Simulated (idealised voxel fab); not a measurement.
Process module under the name voxel self aligned vias
The width of the displayed cross-section, cut, is 210 nm; its cells are square, with a size of 5 nm.
Format of a cross-section: grid, square cells. Given as bands. Order: top down. Band: one or more rows of cells.
Look at the band entry: it leads with the top's height and the bottom's height in nm. Then it lists the materials left to right, with a width in nm for each. The word "edge to edge" on a single material says that material fills the band edge to edge. The word "blank" is empty space.
We count height from 0. Below that, the starting wafer is all one material. The lowest band never ends at the bottom but goes on down; see "0..down" for how that is written.
Width: "30 to 40" (first number = top row, second number = bottom row, same change from row to row of cells).
"same as before" for a step: no cell of the cross-section changed in that step.
Voids not open to the top, 8 cells minimum: see "Fully sealed cavities". Written width x height at distance; distance is from the left edge; nm.
Formally, on a step line, whatever follows the settings is a remark that the simulator itself makes on the step.
overlay nm: right-of-plan distance of the mask on a masked step; negative values mean left-of-plan.
### Steps in the process plan
1,RECEIVE (material Si)
2,CONFORMAL_DEP (material SiO2; thk nm 10)
3,CONFORMAL_DEP (material SiCN; thk nm 5)
4,DIRECTIONAL_DEP (material lowk; thk nm 30)
5,PATTERN (tone open; mask id LINES; material resist; width nm 20; pitch nm 55; thk nm 15; overlay nm 0)
6,DIRECTIONAL_ETCH (etch materials lowk; depth nm 30)
7,STRIP (etch materials resist)
8,CONFORMAL_DEP (material TiN; thk nm 5)
9,FILL_DEP (material W; thk nm 10)
10,CMP (height nm 45)
11,SELECTIVE_ETCH (etch materials W Ru TiN; depth nm 10)
12,FILL_DEP (material SiN; thk nm 5)
13,CMP (height nm 45)
14,DIRECTIONAL_DEP (material lowk; thk nm 20)
15,MASKED_ETCH (tone open; mask id VIAS; width nm 40; etch materials lowk; depth nm 20; overlay nm 0)
16,MASKED_ETCH (tone open; mask id VIAS; width nm 40; etch materials SiN; depth nm 10; overlay nm 0)
17,CONFORMAL_DEP (material TiN; thk nm 5)
18,FILL_DEP (material W; thk nm 10)
19,CMP (height nm 65)
20,CONFORMAL_DEP (material SiCN; thk nm 5)
### Cross-section: wafer on arrival = after step 1
  0..down = Si edge to edge
  Fully sealed cavities: none
### Looking at the first of two wafers in cross-section at end of module - ran to plan
  70..65 = SiCN edge to edge
  65..50 = lowk (55), then TiN (5), then W (30), then TiN (5), then lowk (115)
  50..45 = lowk (55), then TiN (15), then W (10), then TiN (15), then lowk (115)
  45..40 = lowk (65), then TiN (5), then W (10), then TiN (5), then lowk (35), then SiN (20), then lowk (70)
  40..35 = lowk (65), then TiN (20), then lowk (35), then SiN (20), then lowk (70)
  35..20 = lowk (65), then TiN (5), then W (10), then TiN (5), then lowk (35), then TiN (5), then W (10), then TiN (5), then lowk (70)
  20..15 = lowk (65), then TiN (20), then lowk (35), then TiN (20), then lowk (70)
  15..10 = SiCN edge to edge
  10..0 = SiO2 edge to edge
  0..down = Si edge to edge
  Fully sealed cavities: none
### second wafer at the end: like start, like plan, one mistake
  60..55 = SiCN edge to edge
  55..45 = lowk (55), then TiN (5 to 15), then W (30 to 10), then TiN (5 to 15), then lowk (115)
  45..40 = lowk (65), then TiN (5), then W (10), then TiN (5), then lowk (35), then SiN (20), then lowk (70)
  40..35 = lowk (65), then TiN (20), then lowk (35), then SiN (20), then lowk (70)
  35..20 = lowk (65), then TiN (5), then W (10), then TiN (5), then lowk (35), then TiN (5), then W (10), then TiN (5), then lowk (70)
  20..15 = lowk (65), then TiN (20), then lowk (35), then TiN (20), then lowk (70)
  15..10 = SiCN edge to edge
  10..0 = SiO2 edge to edge
  0..down = Si edge to edge
  Fully sealed cavities: none
The mistake made against the process plan was this: step 19 deviated from plan and actually ran as CMP (height nm 55)
Cell-count delta at end, second wafer over first, by material: -4 TiN | -12 W | -68 lowk
